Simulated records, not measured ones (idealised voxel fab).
process module | voxel double patterning
cross-section cut | 225 nm wide | cells 5 nm
A cross-section is a grid of square cells, given in bands from the top down. A band is one or more rows of cells.
Each band's line starts with the height of the band's top and of its bottom, in nm. Then come its materials from left to right, each with its width in nm. One material with "throughout" fills the band from edge to edge. "air" is empty space.
Height 0 is the level under which the wafer as received is all one material. The lowest band goes on downwards, as in "0 down".
A width such as "30 to 40" changes by the same amount from each row of cells to the next, from the band's top row to its bottom row.
"no change" after a step means that no cell of the cross-section changed.
closed voids: empty space of 8 cells or more with no open way to the top, each as width x height at its distance from the left edge, in nm
after a step's settings: what the simulator itself notes on the step
overlay nm, on a step with a mask: how far to the right of its planned place the mask lay; to the left if negative
plan
1 op RECEIVE | material Si
2 op CONFORMAL_DEP | material SiO2 | thk nm 5
3 op DIRECTIONAL_DEP | material W | thk nm 20
4 op DIRECTIONAL_DEP | material SiCN | thk nm 10
5 op DIRECTIONAL_DEP | material aC | thk nm 15
6 op PATTERN | tone open | mask id FIRST | material resist | width nm 15 | pitch nm 50 | thk nm 35 | overlay nm 0
7 op DIRECTIONAL_ETCH | etch materials aC | depth nm 15
8 op STRIP | etch materials resist
9 op DIRECTIONAL_ETCH | etch materials SiCN | depth nm 10
10 op STRIP | etch materials aC
11 op DIRECTIONAL_DEP | material aC | thk nm 10
12 op PATTERN | tone open | mask id SECOND | material resist | width nm 15 | thk nm 25 | overlay nm 0
13 op DIRECTIONAL_ETCH | etch materials aC | depth nm 10
14 op STRIP | etch materials resist
15 op DIRECTIONAL_ETCH | etch materials SiCN | depth nm 10
16 op STRIP | etch materials aC
17 op DIRECTIONAL_ETCH | etch materials W | depth nm 20
18 op STRIP | etch materials SiCN
first wafer, as planned
as received, after step 1
  0 down: Si throughout
  closed voids: none
after step 2
  5 to 0: SiO2 throughout
  below 0: unchanged
after step 3
  25 to 5: W throughout
  below 5: unchanged
after step 4
  35 to 25: SiCN throughout
  below 25: unchanged
after step 5
  50 to 35: aC throughout
  below 35: unchanged
after step 6
  85 to 50: resist 80 | air 15 | resist 35 | air 15 | resist 80
  below 50: unchanged
after step 7
  70 to 50: resist 80 | air 15 | resist 35 | air 15 | resist 80
  50 to 35: aC 80 | air 15 | aC 35 | air 15 | aC 80
  below 35: unchanged
after step 8
  50 to 35: aC 80 | air 15 | aC 35 | air 15 | aC 80
  below 35: unchanged
after step 9
  50 to 35: aC 80 | air 15 | aC 35 | air 15 | aC 80
  35 to 25: SiCN 80 | air 15 | SiCN 35 | air 15 | SiCN 80
  below 25: unchanged
after step 10
  35 to 25: SiCN 80 | air 15 | SiCN 35 | air 15 | SiCN 80
  below 25: unchanged
after step 11
  45 to 35: aC 80 | air 15 | aC 35 | air 15 | aC 80
  35 to 25: SiCN 80 | aC 15 | SiCN 35 | aC 15 | SiCN 80
  below 25: unchanged
after step 12
  70 to 45: resist 105 | air 15 | resist 105
  45 to 35: aC 80 | resist 15 | aC 35 | resist 15 | aC 80
  below 35: unchanged
after step 13
  60 to 45: resist 105 | air 15 | resist 105
  45 to 35: aC 80 | resist 15 | aC 10 | air 15 | aC 10 | resist 15 | aC 80
  below 35: unchanged
after step 14
  45 to 35: aC 80 | air 15 | aC 10 | air 15 | aC 10 | air 15 | aC 80
  below 35: unchanged
after step 15
  45 to 35: aC 80 | air 15 | aC 10 | air 15 | aC 10 | air 15 | aC 80
  35 to 25: SiCN 80 | aC 15 | SiCN 10 | air 15 | SiCN 10 | aC 15 | SiCN 80
  below 25: unchanged
after step 16
  35 to 25: SiCN 80 | air 15 | SiCN 10 | air 15 | SiCN 10 | air 15 | SiCN 80
  below 25: unchanged
after step 17
  35 to 25: SiCN 80 | air 15 | SiCN 10 | air 15 | SiCN 10 | air 15 | SiCN 80
  25 to 5: W 80 | air 15 | W 10 | air 15 | W 10 | air 15 | W 80
  below 5: unchanged
after step 18
  25 to 5: W 80 | air 15 | W 10 | air 15 | W 10 | air 15 | W 80
  below 5: unchanged
second wafer: like start, like plan, one mistake. Through step 5 it matches the first wafer
when step 6 should have ended
  85 to 50: resist 75 | air 15 | resist 35 | air 15 | resist 85
  below 50: unchanged
when step 7 should have ended
  70 to 50: resist 75 | air 15 | resist 35 | air 15 | resist 85
  50 to 35: aC 75 | air 15 | aC 35 | air 15 | aC 85
  below 35: unchanged
when step 8 should have ended
  50 to 35: aC 75 | air 15 | aC 35 | air 15 | aC 85
  below 35: unchanged
when step 9 should have ended
  50 to 35: aC 75 | air 15 | aC 35 | air 15 | aC 85
  35 to 25: SiCN 75 | air 15 | SiCN 35 | air 15 | SiCN 85
  below 25: unchanged
when step 10 should have ended
  35 to 25: SiCN 75 | air 15 | SiCN 35 | air 15 | SiCN 85
  below 25: unchanged
when step 11 should have ended
  45 to 35: aC 75 | air 15 | aC 35 | air 15 | aC 85
  35 to 25: SiCN 75 | aC 15 | SiCN 35 | aC 15 | SiCN 85
  below 25: unchanged
when step 12 should have ended
  70 to 45: resist 105 | air 15 | resist 105
  45 to 35: aC 75 | resist 15 | aC 35 | resist 15 | aC 85
  below 35: unchanged
when step 13 should have ended
  60 to 45: resist 105 | air 15 | resist 105
  45 to 35: aC 75 | resist 15 | aC 15 | air 15 | aC 5 | resist 15 | aC 85
  below 35: unchanged
when step 14 should have ended
  45 to 35: aC 75 | air 15 | aC 15 | air 15 | aC 5 | air 15 | aC 85
  below 35: unchanged
when step 15 should have ended
  45 to 35: aC 75 | air 15 | aC 15 | air 15 | aC 5 | air 15 | aC 85
  35 to 25: SiCN 75 | aC 15 | SiCN 15 | air 15 | SiCN 5 | aC 15 | SiCN 85
  below 25: unchanged
when step 16 should have ended
  35 to 25: SiCN 75 | air 15 | SiCN 15 | air 15 | SiCN 5 | air 15 | SiCN 85
  below 25: unchanged
when step 17 should have ended
  35 to 25: SiCN 75 | air 15 | SiCN 15 | air 15 | SiCN 5 | air 15 | SiCN 85
  25 to 5: W 75 | air 15 | W 15 | air 15 | W 5 | air 15 | W 85
  below 5: unchanged
when step 18 should have ended
  25 to 5: W 75 | air 15 | W 15 | air 15 | W 5 | air 15 | W 85
  below 5: unchanged
what went wrong: step 6 ran as: op PATTERN | tone open | mask id FIRST | material resist | width nm 15 | pitch nm 50 | thk nm 35 | overlay nm -5
at the end the second wafer has, in cells: as many of each material as the first, in other places
